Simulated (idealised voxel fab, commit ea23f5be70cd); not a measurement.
process module | voxel transistor to metal
cross-section cut | 210 nm wide | cells 5 nm
A cross-section is a grid of square cells, given in bands from the top down. A band is one or more rows of cells.
Each band's line starts with the height of the band's top and of its bottom, in nm. Then come its materials from left to right, each with its width in nm. One material with "throughout" fills the band from edge to edge. "air" is empty space.
Height 0 is the level under which the wafer as received is all one material. The lowest band goes on downwards, as in "0 down".
A width such as "30 to 40" changes by the same amount from each row of cells to the next, from the band's top row to its bottom row.
"no change" after a step means that no cell of the cross-section changed.
closed voids: empty space of 8 cells or more with no open way to the top, each as width x height at its distance from the left edge, in nm
after a step's settings: what the simulator itself notes on the step
overlay nm, on a step with a mask: how far to the right of its planned place the mask lay; to the left if negative
plan
1 op RECEIVE | material Si
2 op OXIDIZE | depth nm 5
3 op CONFORMAL_DEP | material SiN | thk nm 15
4 op MASKED_ETCH | tone cover | mask id ACTIVE | width nm 115 | etch materials SiN | depth nm 15 | overlay nm 0
5 op MASKED_ETCH | tone cover | mask id ACTIVE | width nm 115 | etch materials SiO2 | depth nm 5 | overlay nm 0
6 op MASKED_ETCH | tone cover | mask id ACTIVE | width nm 115 | etch materials Si | depth nm 25 | overlay nm 0
7 op OXIDIZE | depth nm 5
8 op FILL_DEP | material SiO2 | thk nm 15
9 op CMP | height nm 15
10 op SELECTIVE_ETCH | etch materials SiO2 | depth nm 10
11 op STRIP | etch materials SiN
12 op SELECTIVE_ETCH | etch materials SiO2 | depth nm 5
13 op OXIDIZE | depth nm 5
14 op DIRECTIONAL_DEP | material polySi | thk nm 25
15 op DIRECTIONAL_DEP | material SiCN | thk nm 10
16 op DIRECTIONAL_DEP | material aC | thk nm 10
17 op PATTERN | tone cover | mask id GATE | material resist | width nm 15 | thk nm 25 | overlay nm 0
18 op DIRECTIONAL_ETCH | etch materials aC | depth nm 10
19 op STRIP | etch materials resist
20 op DIRECTIONAL_ETCH | etch materials SiCN | depth nm 20
21 op DIRECTIONAL_ETCH | etch materials polySi | depth nm 35
22 op STRIP | etch materials aC
23 op CONFORMAL_DEP | material SiN | thk nm 10
24 op DIRECTIONAL_ETCH | etch materials SiN | depth nm 10
25 op DIRECTIONAL_ETCH | etch materials SiO2 | depth nm 5
26 op DIRECTIONAL_ETCH | etch materials Si | depth nm 10
27 op EPI | material nSi | thk nm 15
28 op FILL_DEP | material SiO2 | thk nm 5
29 op CMP | height nm 30
30 op DIRECTIONAL_DEP | material SiO2 | thk nm 15
31 op DIRECTIONAL_DEP | material aC | thk nm 10
32 op PATTERN | tone open | mask id CONTACT | material resist | width nm 20 | pitch nm 75 | thk nm 30 | overlay nm 0
33 op DIRECTIONAL_ETCH | etch materials aC | depth nm 10
34 op STRIP | etch materials resist
35 op DIRECTIONAL_ETCH | etch materials SiO2 | depth nm 50
36 op STRIP | etch materials aC
37 op CONFORMAL_DEP | material TiN | thk nm 5
38 op FILL_DEP | material W | thk nm 5
39 op CMP | height nm 45
40 op CONFORMAL_DEP | material SiCN | thk nm 5
41 op DIRECTIONAL_DEP | material lowk | thk nm 25
42 op PATTERN | tone open | mask id METAL_1 | material resist | width nm 15 | pitch nm 75 | thk nm 15 | overlay nm 0
43 op DIRECTIONAL_ETCH | etch materials lowk | depth nm 25
44 op DIRECTIONAL_ETCH | etch materials SiCN | depth nm 5
45 op STRIP | etch materials resist
46 op CONFORMAL_DEP | material TiN | thk nm 5
47 op FILL_DEP | material Ru | thk nm 10
48 op CMP | height nm 75
49 op CONFORMAL_DEP | material SiN | thk nm 5
varied across the wafers: width nm of step 42. The plan shows the first wafer's value. All wafers start alike
first wafer as received, after step 1
  0 down: Si throughout
  closed voids: none
first wafer at the end, after step 49
  80 to 75: SiN throughout
  75 to 50: lowk 60 | TiN 5 | Ru 5 | TiN 5 | lowk 60 | TiN 5 | Ru 5 | TiN 5 | lowk 60
  50 to 45: SiCN 60 | TiN 15 | SiCN 60 | TiN 15 | SiCN 60
  45 to 30: SiO2 55 | TiN 5 | W 10 | TiN 5 | SiO2 55 | TiN 5 | W 10 | TiN 5 | SiO2 60
  30 to 20: SiO2 55 | TiN 5 | W 10 | TiN 5 | SiO2 10 | SiN 10 | SiCN 15 | SiN 10 | SiO2 10 | TiN 5 | W 10 | TiN 5 | SiO2 60
  20 to 10: SiO2 55 | TiN 5 | W 10 | TiN 5 | SiO2 10 | SiN 10 | polySi 15 | SiN 10 | SiO2 10 | TiN 5 | W 10 | TiN 5 | SiO2 60
  10 to 5: SiO2 55 | TiN 5 | W 5 | TiN 10 | SiO2 10 | SiN 10 | polySi 15 | SiN 10 | SiO2 10 | TiN 10 | W 5 | TiN 5 | SiO2 60
  5 to 0: SiO2 55 | TiN 5 | W 5 | TiN 5 | nSi 15 | SiN 10 | polySi 15 | SiN 10 | nSi 15 | TiN 5 | W 5 | TiN 5 | SiO2 60
  0 to -5: SiO2 40 | SiN 10 | SiO2 5 | TiN 15 | nSi 15 | SiN 10 | polySi 15 | SiN 10 | nSi 15 | TiN 15 | SiO2 5 | SiN 10 | SiO2 45
  -5 to -10: SiO2 50 | nSi 35 | SiO2 35 | nSi 35 | SiO2 55
  -10 to -20: SiO2 50 | nSi 35 | Si 35 | nSi 35 | SiO2 55
  -20 to -35: SiO2 50 | Si 105 | SiO2 55
  -35 down: Si throughout
  closed voids: none
last wafer at the end
  80 to 75: SiN throughout
  75 to 50: lowk 50 | TiN 5 | Ru 25 | TiN 5 | lowk 40 | TiN 5 | Ru 25 | TiN 5 | lowk 50
  50 to 45: SiCN 50 | TiN 35 | SiCN 40 | TiN 35 | SiCN 50
  45 to 30: SiO2 55 | TiN 5 | W 10 | TiN 5 | SiO2 55 | TiN 5 | W 10 | TiN 5 | SiO2 60
  30 to 20: SiO2 55 | TiN 5 | W 10 | TiN 5 | SiO2 10 | SiN 10 | SiCN 15 | SiN 10 | SiO2 10 | TiN 5 | W 10 | TiN 5 | SiO2 60
  20 to 10: SiO2 55 | TiN 5 | W 10 | TiN 5 | SiO2 10 | SiN 10 | polySi 15 | SiN 10 | SiO2 10 | TiN 5 | W 10 | TiN 5 | SiO2 60
  10 to 5: SiO2 55 | TiN 5 | W 5 | TiN 10 | SiO2 10 | SiN 10 | polySi 15 | SiN 10 | SiO2 10 | TiN 10 | W 5 | TiN 5 | SiO2 60
  5 to 0: SiO2 55 | TiN 5 | W 5 | TiN 5 | nSi 15 | SiN 10 | polySi 15 | SiN 10 | nSi 15 | TiN 5 | W 5 | TiN 5 | SiO2 60
  0 to -5: SiO2 40 | SiN 10 | SiO2 5 | TiN 15 | nSi 15 | SiN 10 | polySi 15 | SiN 10 | nSi 15 | TiN 15 | SiO2 5 | SiN 10 | SiO2 45
  -5 to -10: SiO2 50 | nSi 35 | SiO2 35 | nSi 35 | SiO2 55
  -10 to -20: SiO2 50 | nSi 35 | Si 35 | nSi 35 | SiO2 55
  -20 to -35: SiO2 50 | Si 105 | SiO2 55
  -35 down: Si throughout
  closed voids: none
each wafer at the end: cells of each material gained (+) or lost (-) since it was received, then its closed voids
width nm 15 | +10 Ru | -217 Si | +42 SiCN | +74 SiN | +412 SiO2 | +70 TiN | +32 W | +180 lowk | +54 nSi | +15 polySi | closed voids: none
width nm 20 | +20 Ru | -217 Si | +40 SiCN | +74 SiN | +412 SiO2 | +72 TiN | +32 W | +170 lowk | +54 nSi | +15 polySi | closed voids: none
width nm 25 | +30 Ru | -217 Si | +38 SiCN | +74 SiN | +412 SiO2 | +74 TiN | +32 W | +160 lowk | +54 nSi | +15 polySi | closed voids: none
width nm 30 | +40 Ru | -217 Si | +36 SiCN | +74 SiN | +412 SiO2 | +76 TiN | +32 W | +150 lowk | +54 nSi | +15 polySi | closed voids: none
width nm 35 | +50 Ru | -217 Si | +34 SiCN | +74 SiN | +412 SiO2 | +78 TiN | +32 W | +140 lowk | +54 nSi | +15 polySi | closed voids: none
